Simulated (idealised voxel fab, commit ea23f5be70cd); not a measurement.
Name of the process module below: voxel self aligned vias
Square cell edge 5 nm, section width 255 nm, ID cut.
Just so we're on the same page, the cross-sections are grids of square cells, and they're listed out in bands top to bottom, each band one or more rows deep. Top height, bottom height, nm. Materials left to right, width each, nm. Single material + "throughout" = fills band edge to edge. "air" = empty. Heads up on the height convention: 0 is the point under which the incoming wafer is all one material, and the lowest band has no bottom, it just keeps going down, like "0 and below". Read "30 to 40" as a graded width: first number on top, second number at the bottom, same change between each pair of neighbouring rows. "no change occurred" means the step left every cell of the cross-section as it was. Closed empty spaces (no open way to the top) of 8 cells or more are what "Completely sealed voids" lists, each as width x height at distance from the left edge, nm for all three. Heads up: the bit after the settings on a step's line is the simulator's remark on that step. overlay nm: on a step with a mask, how far right of its planned place the mask lay; negative means left.

[Intended process steps]
- 1: RECEIVE | material Si
- 2: CONFORMAL_DEP | material SiO2 | thk nm 10
- 3: CONFORMAL_DEP | material SiCN | thk nm 5
- 4: DIRECTIONAL_DEP | material lowk | thk nm 30
- 5: PATTERN | tone open | mask id LINES | material resist | width nm 25 | pitch nm 70 | thk nm 15 | overlay nm 0
- 6: DIRECTIONAL_ETCH | etch materials lowk | depth nm 30
- 7: STRIP | etch materials resist
- 8: CONFORMAL_DEP | material TiN | thk nm 5
- 9: FILL_DEP | material Ru | thk nm 5
- 10: CMP | height nm 45
- 11: SELECTIVE_ETCH | etch materials W Ru TiN | depth nm 5
- 12: FILL_DEP | material SiN | thk nm 10
- 13: CMP | height nm 45
- 14: DIRECTIONAL_DEP | material lowk | thk nm 15
- 15: DIRECTIONAL_DEP | material aC | thk nm 10
- 16: PATTERN | tone open | mask id VIAS | material resist | width nm 45 | thk nm 30 | overlay nm 0
- 17: DIRECTIONAL_ETCH | etch materials aC | depth nm 10
- 18: STRIP | etch materials resist
- 19: DIRECTIONAL_ETCH | etch materials lowk | depth nm 15
- 20: DIRECTIONAL_ETCH | etch materials SiN | depth nm 5
- 21: STRIP | etch materials aC
- 22: CONFORMAL_DEP | material TiN | thk nm 5
- 23: FILL_DEP | material Ru | thk nm 5
- 24: CMP | height nm 60
- 25: CONFORMAL_DEP | material SiN | thk nm 5

[Cross-section, incoming material, after step 1]
	0 and below  Si throughout
	Completely sealed voids: none

[The module was run from the start shown above using the plan shown above, but one mistake was made doing it; the resulting wafer cross-section is below]
	65 down to 60  SiN throughout
	60 down to 50  lowk 75 nm | TiN 5 nm | Ru 25 nm | TiN 5 nm | lowk 145 nm
	50 down to 45  lowk 75 nm | TiN 10 nm | Ru 15 nm | TiN 10 nm | lowk 145 nm
	45 down to 40  lowk 80 nm | TiN 25 nm | lowk 45 nm | SiN 25 nm | lowk 80 nm
	40 down to 20  lowk 80 nm | TiN 5 nm | Ru 15 nm | TiN 5 nm | lowk 45 nm | TiN 5 nm | Ru 15 nm | TiN 5 nm | lowk 80 nm
	20 down to 15  lowk 80 nm | TiN 25 nm | lowk 45 nm | TiN 25 nm | lowk 80 nm
	15 down to 10  SiCN throughout
	10 down to 0  SiO2 throughout
	0 and below  Si throughout
	Completely sealed voids: none
Error vs. plan: step 16 did not happen as planned, as run it was PATTERN | tone open | mask id VIAS | material resist | width nm 35 | thk nm 30 | overlay nm 0
